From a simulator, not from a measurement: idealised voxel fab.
The document below concerns the process module designated voxel tone inversion.
265 nm wide, 5 nm square cells: that's cross-section cut.
In this document a cross-section is written as a grid of square cells. It is given as a series of bands, listed from the top down, and a band is one or more rows of cells.
Each band's line starts with the height of the band's top and of its bottom, in nm. Then come its materials from left to right, each with its width in nm. One material with "edge to edge" fills the band from edge to edge. "air" is empty space.
Measure heights from 0. That's the level where, below it, the as-received wafer is all one material. The lowest band is bottomless and extends downward; write it as in "0 down".
Width spec "30->40" -> top row of cells at first value, bottom row at second value, equal per-row change in between.
Key: "nothing different" - step with no changed cell in the cross-section.
Basically, "Sealed internal cavities" tells you about the enclosed voids: empty spaces with no open way to the top, 8 cells or bigger, each written width x height at distance, where distance is from the left edge, all in nm.
Past the settings on a step's line: simulator remark, on that step.
Each step line may optionally specify "overlay nm", which for a step with a mask gives the rightward distance between the mask's planned place and where it lay, a negative value indicating the leftward direction.

THE PLANNED PROCESS STEPS ARE ENUMERATED HEREUNDER
1,RECEIVE (material Si)
2,CONFORMAL_DEP (material SiCN; thk nm 10)
3,DIRECTIONAL_DEP (material polySi; thk nm 25)
4,PATTERN (tone cover; mask id POSTS; material resist; width nm 15; pitch nm 40; thk nm 35; overlay nm 0)
5,DIRECTIONAL_ETCH (etch materials polySi; depth nm 25)
6,STRIP (etch materials resist)
7,FILL_DEP (material SiO2; thk nm 10)
8,CMP (height nm 35)
9,STRIP (etch materials polySi)
It is noted that the wafers described herein are identical at the outset and are distinguished by the width nm of step 4; the value stated in the plan corresponds to the first wafer.

THE FIRST OF SEVERAL WAFERS, AS RECEIVED AFTER STEP 1, SEEN IN SECTION
    0 down: Si edge to edge
    Sealed internal cavities: none

THE FIGURE BELOW PRESENTS A CROSS-SECTION OF THE FIRST OF SEVERAL WAFERS AT THE CONCLUSION OF THE MODULE, FOLLOWING ITS LAST STEP, STEP 9
    35 to 10: SiO2 85 nm; air 15 nm; SiO2 25 nm; air 15 nm; SiO2 25 nm; air 15 nm; SiO2 85 nm
    10 to 0: SiCN edge to edge
    0 down: Si edge to edge
    Sealed internal cavities: none

SHOWING THE LAST WAFER IN CROSS-SECTION AT THE END OF THE MODULE
    35 to 10: SiO2 80 nm; air 25 nm; SiO2 15 nm; air 25 nm; SiO2 15 nm; air 25 nm; SiO2 80 nm
    10 to 0: SiCN edge to edge
    0 down: Si edge to edge
    Sealed internal cavities: none

WAFER ROWS; END OF MODULE; CELLS PER MATERIAL SINCE RECEIPT: (+) GAINED, (-) LOST; THEN CLOSED VOIDS
width nm 15, +106 SiCN, +220 SiO2, Sealed internal cavities: none
width nm 20, +106 SiCN, +205 SiO2, Sealed internal cavities: none
width nm 25, +106 SiCN, +190 SiO2, Sealed internal cavities: none
